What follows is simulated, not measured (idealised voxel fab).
The following process module bears the name voxel self aligned contacts.
Cross-section cut: width 255 nm, square cells of 5 nm.
Bands, listed from the top down, are how a cross-section gets written in this document; the cross-section itself is a grid of square cells, and a band is one or more rows of them.
What a band's entry tells you: where the top is and where the bottom is, as heights in nm, and after that what lies inside, material by material from left to right, each with its width in nm. Empty space is written as the word "empty", and a single material marked with the word "throughout" occupies the band from edge to edge.
The reference from which all heights are counted is 0, the level beneath which the as-received wafer is entirely one material; the lowest band, having no lower bound, proceeds downward and is written after the example "top 0, no bottom".
Graded width ("30->40"): value in top row of band = first number; value in bottom row = second number; row-to-row change constant.
It should be understood that the words "changes: none", when stated for a given step, signify that the cross-section underwent no change in any of its cells during that step.
What "Closed void inventory" gives you is every empty space of 8 cells or more that is cut off from the top. Each appears as width x height at distance, with the distance taken from the left edge and width, height and distance all in nm.
Note: text after step settings on the step line = simulator remark on that step.
Each step line may optionally specify "overlay nm", which for a step with a mask gives the rightward distance between the mask's planned place and where it lay, a negative value indicating the leftward direction.

-- Process steps - plan
1 op RECEIVE | material Si
2 op CONFORMAL_DEP | material SiO2 | thk nm 5
3 op DIRECTIONAL_DEP | material polySi | thk nm 30
4 op DIRECTIONAL_DEP | material SiN | thk nm 25
5 op DIRECTIONAL_DEP | material aC | thk nm 15
6 op PATTERN | tone cover | mask id GATE | material resist | width nm 35 | pitch nm 75 | thk nm 35 | overlay nm 0
7 op DIRECTIONAL_ETCH | etch materials aC | depth nm 15
8 op STRIP | etch materials resist
9 op DIRECTIONAL_ETCH | etch materials SiN | depth nm 25
10 op DIRECTIONAL_ETCH | etch materials polySi | depth nm 30
11 op STRIP | etch materials aC
12 op CONFORMAL_DEP | material SiN | thk nm 10
13 op DIRECTIONAL_ETCH | etch materials SiN | depth nm 10
14 op FILL_DEP | material SiO2 | thk nm 15
15 op CMP | height nm 70
16 op MASKED_ETCH | tone open | mask id CONTACT | width nm 60 | etch materials SiO2 | depth nm 70 | overlay nm 0
17 op CONFORMAL_DEP | material TiN | thk nm 5
18 op FILL_DEP | material W | thk nm 10
19 op CMP | height nm 70
20 op CONFORMAL_DEP | material SiN | thk nm 5

-- First wafer of two (run as planned)

-- The cross-section here shows the wafer as received, i.e. in its state after step 1
  top 0, no bottom  Si throughout
  Closed void inventory: none

-- State of the wafer after step 2, shown in cross-section
  top 5, bottom 0  SiO2 throughout
  Everything below 0 is unchanged.

-- State of the wafer after step 3, shown in cross-section
  top 35, bottom 5  polySi throughout
  Everything below 5 is unchanged.

-- State of the wafer after step 4, shown in cross-section
  top 60, bottom 35  SiN throughout
  Everything below 35 is unchanged.

-- State of the wafer after step 5, shown in cross-section
  top 75, bottom 60  aC throughout
  Everything below 60 is unchanged.

-- State of the wafer after step 6, shown in cross-section
  top 110, bottom 75  70 nm empty; 35 nm resist; 40 nm empty; 35 nm resist; 75 nm empty
  Everything below 75 is unchanged.

-- State of the wafer after step 7, shown in cross-section
  top 95, bottom 75  70 nm empty; 35 nm resist; 40 nm empty; 35 nm resist; 75 nm empty
  top 75, bottom 60  70 nm empty; 35 nm aC; 40 nm empty; 35 nm aC; 75 nm empty
  Everything below 60 is unchanged.

-- State of the wafer after step 8, shown in cross-section
  top 75, bottom 60  70 nm empty; 35 nm aC; 40 nm empty; 35 nm aC; 75 nm empty
  Everything below 60 is unchanged.

-- State of the wafer after step 9, shown in cross-section
  top 75, bottom 60  70 nm empty; 35 nm aC; 40 nm empty; 35 nm aC; 75 nm empty
  top 60, bottom 35  70 nm empty; 35 nm SiN; 40 nm empty; 35 nm SiN; 75 nm empty
  Everything below 35 is unchanged.

-- State of the wafer after step 10, shown in cross-section
  top 75, bottom 60  70 nm empty; 35 nm aC; 40 nm empty; 35 nm aC; 75 nm empty
  top 60, bottom 35  70 nm empty; 35 nm SiN; 40 nm empty; 35 nm SiN; 75 nm empty
  top 35, bottom 5  70 nm empty; 35 nm polySi; 40 nm empty; 35 nm polySi; 75 nm empty
  Everything below 5 is unchanged.

-- State of the wafer after step 11, shown in cross-section
  top 60, bottom 35  70 nm empty; 35 nm SiN; 40 nm empty; 35 nm SiN; 75 nm empty
  Everything below 35 is unchanged.

-- State of the wafer after step 12, shown in cross-section
  top 70, bottom 35  60 nm empty; 55 nm SiN; 20 nm empty; 55 nm SiN; 65 nm empty
  top 35, bottom 15  60 nm empty; 10 nm SiN; 35 nm polySi; 10 nm SiN; 20 nm empty; 10 nm SiN; 35 nm polySi; 10 nm SiN; 65 nm empty
  top 15, bottom 5  70 nm SiN; 35 nm polySi; 40 nm SiN; 35 nm polySi; 75 nm SiN
  Everything below 5 is unchanged.

-- State of the wafer after step 13, shown in cross-section
  top 60, bottom 35  60 nm empty; 55 nm SiN; 20 nm empty; 55 nm SiN; 65 nm empty
  top 35, bottom 5  60 nm empty; 10 nm SiN; 35 nm polySi; 10 nm SiN; 20 nm empty; 10 nm SiN; 35 nm polySi; 10 nm SiN; 65 nm empty
  Everything below 5 is unchanged.

-- State of the wafer after step 14, shown in cross-section
  top 75, bottom 60  SiO2 throughout
  top 60, bottom 35  60 nm SiO2; 55 nm SiN; 20 nm SiO2; 55 nm SiN; 65 nm SiO2
  top 35, bottom 5  60 nm SiO2; 10 nm SiN; 35 nm polySi; 10 nm SiN; 20 nm SiO2; 10 nm SiN; 35 nm polySi; 10 nm SiN; 65 nm SiO2
  Everything below 5 is unchanged.

-- State of the wafer after step 15, shown in cross-section
  top 70, bottom 60  SiO2 throughout
  Everything below 60 is unchanged.

-- State of the wafer after step 16, shown in cross-section
  top 70, bottom 60  95 nm SiO2; 60 nm empty; 100 nm SiO2
  top 60, bottom 35  60 nm SiO2; 55 nm SiN; 20 nm empty; 55 nm SiN; 65 nm SiO2
  top 35, bottom 5  60 nm SiO2; 10 nm SiN; 35 nm polySi; 10 nm SiN; 20 nm empty; 10 nm SiN; 35 nm polySi; 10 nm SiN; 65 nm SiO2
  top 5, bottom 0  115 nm SiO2; 20 nm empty; 120 nm SiO2
  Everything below 0 is unchanged.

-- State of the wafer after step 17, shown in cross-section
  top 75, bottom 70  100 nm TiN; 50 nm empty; 105 nm TiN
  top 70, bottom 60  95 nm SiO2; 5->25 nm TiN; 50->10 nm empty; 5->25 nm TiN; 100 nm SiO2
  top 60, bottom 35  60 nm SiO2; 55 nm SiN; 5 nm TiN; 10 nm empty; 5 nm TiN; 55 nm SiN; 65 nm SiO2
  top 35, bottom 5  60 nm SiO2; 10 nm SiN; 35 nm polySi; 10 nm SiN; 5 nm TiN; 10 nm empty; 5 nm TiN; 10 nm SiN; 35 nm polySi; 10 nm SiN; 65 nm SiO2
  top 5, bottom 0  115 nm SiO2; 20 nm TiN; 120 nm SiO2
  Everything below 0 is unchanged.

-- State of the wafer after step 18, shown in cross-section
  top 85, bottom 75  W throughout
  top 75, bottom 70  100 nm TiN; 50 nm W; 105 nm TiN
  top 70, bottom 60  95 nm SiO2; 5->25 nm TiN; 50->10 nm W; 5->25 nm TiN; 100 nm SiO2
  top 60, bottom 35  60 nm SiO2; 55 nm SiN; 5 nm TiN; 10 nm W; 5 nm TiN; 55 nm SiN; 65 nm SiO2
  top 35, bottom 5  60 nm SiO2; 10 nm SiN; 35 nm polySi; 10 nm SiN; 5 nm TiN; 10 nm W; 5 nm TiN; 10 nm SiN; 35 nm polySi; 10 nm SiN; 65 nm SiO2
  Everything below 5 is unchanged.

-- State of the wafer after step 19, shown in cross-section
  top 70, bottom 60  95 nm SiO2; 5->25 nm TiN; 50->10 nm W; 5->25 nm TiN; 100 nm SiO2
  Everything below 60 is unchanged.

-- State of the wafer after step 20, shown in cross-section
  top 75, bottom 70  SiN throughout
  Everything below 70 is unchanged.

-- Notes, second wafer: start = first wafer's, plan = first wafer's, execution had one mistake; history identical to first through step 19

-- Cross-sectional view of the second wafer at the intended end time of process step 20
  top 75, bottom 70  SiO2 throughout
  Everything below 70 is unchanged.
In executing the process, a mistake was made relative to the plan: step 20 ran as: op CONFORMAL_DEP | material SiO2 | thk nm 5
Materials where the second wafer ends with more or fewer cells than the first: SiN: 51 fewer | SiO2: 51 more
